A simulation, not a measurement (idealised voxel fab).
This section sets out a process module, namely voxel gate over fins.
Xsec cut, 225 nm wide, square cell size 5 nm.
Heads up, the way a cross-section reads in here is a grid of square cells, handed over as bands from the top down, with every band being one or more rows of cells. Read a band's entry like this: the first values are the height of its top and the height of its bottom in nm, and what follows is the sequence of materials from left to right, each with its width in nm. Note that "empty" is empty space, and that a single material marked "edge to edge" reaches across the band from edge to edge. Heights are expressed relative to 0, this being the level below which the as-received wafer comprises one material exclusively. The lowest band is unbounded in the downward direction and is denoted as in "0 -> down". The width entry "30->40" should be interpreted row by row: the top row of cells in the band takes the first number, the bottom row takes the second number, and the change between adjacent rows is uniform throughout. Where the words "remained unchanged" appear for a step, the cross-section shows no cell changed by that step; every cell remained as before. Heads up: "Sealed internal voids" only lists the empty pockets with no open path to the top that are 8 cells or more, and it writes them as width x height at distance, distance from the left edge, in nm. Where a step's line continues beyond its settings, the continuation is a remark by the simulator itself on that step. For masked steps, "overlay nm" on the step line gives how far right of plan the mask actually lay; a minus sign means it lay to the left.
The following list gives the planned process steps:
step 1: RECEIVE [material Si]
step 2: CONFORMAL_DEP [material SiN] [thk nm 5]
step 3: PATTERN [tone cover] [mask id FINS] [material resist] [width nm 15] [pitch nm 40] [thk nm 15] [overlay nm 0]
step 4: DIRECTIONAL_ETCH [etch materials SiN] [depth nm 5]
step 5: DIRECTIONAL_ETCH [etch materials Si] [depth nm 40]
step 6: STRIP [etch materials resist]
step 7: OXIDIZE [depth nm 5]
step 8: FILL_DEP [material SiO2] [thk nm 10]
step 9: CMP [height nm 5]
step 10: SELECTIVE_ETCH [etch materials SiO2] [depth nm 15]
step 11: STRIP [etch materials SiN]
step 12: CONFORMAL_DEP [material HfO2] [thk nm 5]
step 13: CONFORMAL_DEP [material TiN] [thk nm 5]
step 14: FILL_DEP [material W] [thk nm 15]
step 15: CMP [height nm 20]
step 16: CONFORMAL_DEP [material SiCN] [thk nm 5]
Cross-section of the wafer as it came to us, i.e., already through step 1:
  0 -> down  Si edge to edge
  Sealed internal voids: none
Starting structure and process plan are as shown above, but one mistake was made in running the module; the wafer cross-section at the end of the module follows:
  25 -> 20  SiCN edge to edge
  20 -> 10  W edge to edge
  10 -> 5  W 40 nm | TiN 25 nm | W 15 nm | TiN 25 nm | W 15 nm | TiN 25 nm | W 15 nm | TiN 25 nm | W 40 nm
  5 -> 0  W 40 nm | TiN 5 nm | HfO2 15 nm | TiN 5 nm | W 15 nm | TiN 5 nm | HfO2 15 nm | TiN 5 nm | W 15 nm | TiN 5 nm | HfO2 15 nm | TiN 5 nm | W 15 nm | TiN 5 nm | HfO2 15 nm | TiN 5 nm | W 40 nm
  0 -> -15  W 40 nm | TiN 5 nm | HfO2 5 nm | Si 5 nm | HfO2 5 nm | TiN 5 nm | W 15 nm | TiN 5 nm | HfO2 5 nm | Si 5 nm | HfO2 5 nm | TiN 5 nm | W 15 nm | TiN 5 nm | HfO2 5 nm | Si 5 nm | HfO2 5 nm | TiN 5 nm | W 15 nm | TiN 5 nm | HfO2 5 nm | Si 5 nm | HfO2 5 nm | TiN 5 nm | W 40 nm
  -15 -> -20  TiN 45 nm | HfO2 5 nm | Si 5 nm | HfO2 5 nm | TiN 25 nm | HfO2 5 nm | Si 5 nm | HfO2 5 nm | TiN 25 nm | HfO2 5 nm | Si 5 nm | HfO2 5 nm | TiN 25 nm | HfO2 5 nm | Si 5 nm | HfO2 5 nm | TiN 45 nm
  -20 -> -25  HfO2 50 nm | Si 5 nm | HfO2 35 nm | Si 5 nm | HfO2 35 nm | Si 5 nm | HfO2 35 nm | Si 5 nm | HfO2 50 nm
  -25 -> -45  SiO2 50 nm | Si 5 nm | SiO2 35 nm | Si 5 nm | SiO2 35 nm | Si 5 nm | SiO2 35 nm | Si 5 nm | SiO2 50 nm
  -45 -> down  Si edge to edge
  Sealed internal voids: none
Where did the run depart from the plan? step 10 from the plan got run twice
